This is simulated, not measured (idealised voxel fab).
Module name: voxel self aligned vias (process module)
The figure presents cross-section cut, which has a width of 210 nm and is divided into square cells with an edge length of 5 nm.
How to read a cross-section here: the picture is a grid of square cells, written as bands going from the top down, and any band can span one or more rows of cells. Band: top and bottom heights (nm) first, top before bottom; then materials from left to right, widths in nm. "everywhere" marks a sole material filling the band edge to edge. "empty" denotes empty space. It should be noted that heights are counted from 0, beneath which the wafer as supplied is of one material throughout, and that the lowest band possesses no lower boundary but continues downward, as written in "0 -> down". So if you see something like "30->40" for the width, read it as the top row of the band sitting at the first number and the bottom row at the second, with every row in between moving by the same amount as the last. Where a step carries "all unchanged", the cross-section came out of it unchanged, cell for cell. "Catalogued sealed voids" - sealed voids, min. 8 cells, no opening to top; format: width x height at distance (distance from left edge; nm throughout). Text after the settings on a step's line: the simulator's own remark on that step. "overlay nm" on a masked step: distance the mask lay right of its planned place, negative for left.
PLAN
step 1: RECEIVE, material Si
step 2: CONFORMAL_DEP, material SiO2, thk nm 15
step 3: CONFORMAL_DEP, material SiCN, thk nm 5
step 4: DIRECTIONAL_DEP, material SiO2, thk nm 30
step 5: DIRECTIONAL_DEP, material aC, thk nm 15
step 6: PATTERN, tone open, mask id LINES, material resist, width nm 20, pitch nm 65, thk nm 30, overlay nm 0
step 7: DIRECTIONAL_ETCH, etch materials aC, depth nm 15
step 8: STRIP, etch materials resist
step 9: DIRECTIONAL_ETCH, etch materials SiO2, depth nm 30
step 10: STRIP, etch materials aC
step 11: CONFORMAL_DEP, material TiN, thk nm 5
step 12: FILL_DEP, material W, thk nm 10
step 13: CMP, height nm 50
step 14: SELECTIVE_ETCH, etch materials W Ru TiN, depth nm 5
step 15: FILL_DEP, material SiN, thk nm 10
step 16: CMP, height nm 50
step 17: DIRECTIONAL_DEP, material SiO2, thk nm 20
step 18: PATTERN, tone open, mask id VIAS, material resist, width nm 40, thk nm 15, overlay nm 0
step 19: DIRECTIONAL_ETCH, etch materials SiO2, depth nm 20
step 20: DIRECTIONAL_ETCH, etch materials SiN, depth nm 5
step 21: STRIP, etch materials resist
step 22: CONFORMAL_DEP, material TiN, thk nm 5
step 23: FILL_DEP, material Ru, thk nm 10
step 24: CMP, height nm 70
step 25: CONFORMAL_DEP, material SiN, thk nm 5
Heads up: all these wafers start the same, and what changes between them is the width nm in step 6. The value you see in the plan is just what the first wafer got.
AFTER STEP 1, AS RECEIVED: FIRST OF SEVERAL WAFERS, CROSS-SECTION
> 0 -> down | Si everywhere
> Catalogued sealed voids: none
WAFER CROSS-SECTION (FIRST OF SEVERAL) - MODULE END, POST STEP 25 (LAST STEP)
> 75 -> 70 | SiN everywhere
> 70 -> 55 | 50 SiO2, 5 TiN, 30 Ru, 5 TiN, 120 SiO2
> 55 -> 50 | 50 SiO2, 15 TiN, 10 Ru, 15 TiN, 120 SiO2
> 50 -> 45 | 60 SiO2, 20 TiN, 45 SiO2, 20 SiN, 65 SiO2
> 45 -> 25 | 60 SiO2, 5 TiN, 10 W, 5 TiN, 45 SiO2, 5 TiN, 10 W, 5 TiN, 65 SiO2
> 25 -> 20 | 60 SiO2, 20 TiN, 45 SiO2, 20 TiN, 65 SiO2
> 20 -> 15 | SiCN everywhere
> 15 -> 0 | SiO2 everywhere
> 0 -> down | Si everywhere
> Catalogued sealed voids: none
CROSS-SECTIONAL DEPICTION OF THE LAST OF SEVERAL WAFERS UPON COMPLETION OF THE MODULE
> 75 -> 70 | SiN everywhere
> 70 -> 50 | 50 SiO2, 5 TiN, 30 Ru, 5 TiN, 120 SiO2
> 50 -> 45 | 50 SiO2, 40 TiN, 5 SiN, 20 SiO2, 45 SiN, 50 SiO2
> 45 -> 25 | 50 SiO2, 5 TiN, 35 W, 5 TiN, 20 SiO2, 5 TiN, 35 W, 5 TiN, 50 SiO2
> 25 -> 20 | 50 SiO2, 45 TiN, 20 SiO2, 45 TiN, 50 SiO2
> 20 -> 15 | SiCN everywhere
> 15 -> 0 | SiO2 everywhere
> 0 -> down | Si everywhere
> Catalogued sealed voids: none
TABULATED BELOW, WAFER BY WAFER, ARE THE END-OF-MODULE RESULTS: FOR EACH MATERIAL, THE NUMBER OF CELLS GAINED (+) OR LOST (-) RELATIVE TO THE AS-RECEIVED STATE, FOLLOWED BY THE CLOSED VOIDS
width nm 20; +20 Ru; +42 SiCN; +46 SiN; +466 SiO2; +40 TiN; +16 W; Catalogued sealed voids: none
width nm 25; +21 Ru; +42 SiCN; +47 SiN; +454 SiO2; +42 TiN; +24 W; Catalogued sealed voids: none
width nm 30; +22 Ru; +42 SiCN; +48 SiN; +442 SiO2; +44 TiN; +32 W; Catalogued sealed voids: none
width nm 35; +23 Ru; +42 SiCN; +49 SiN; +430 SiO2; +46 TiN; +40 W; Catalogued sealed voids: none
width nm 40; +24 Ru; +42 SiCN; +50 SiN; +418 SiO2; +48 TiN; +48 W; Catalogued sealed voids: none
width nm 45; +24 Ru; +42 SiCN; +52 SiN; +406 SiO2; +50 TiN; +56 W; Catalogued sealed voids: none
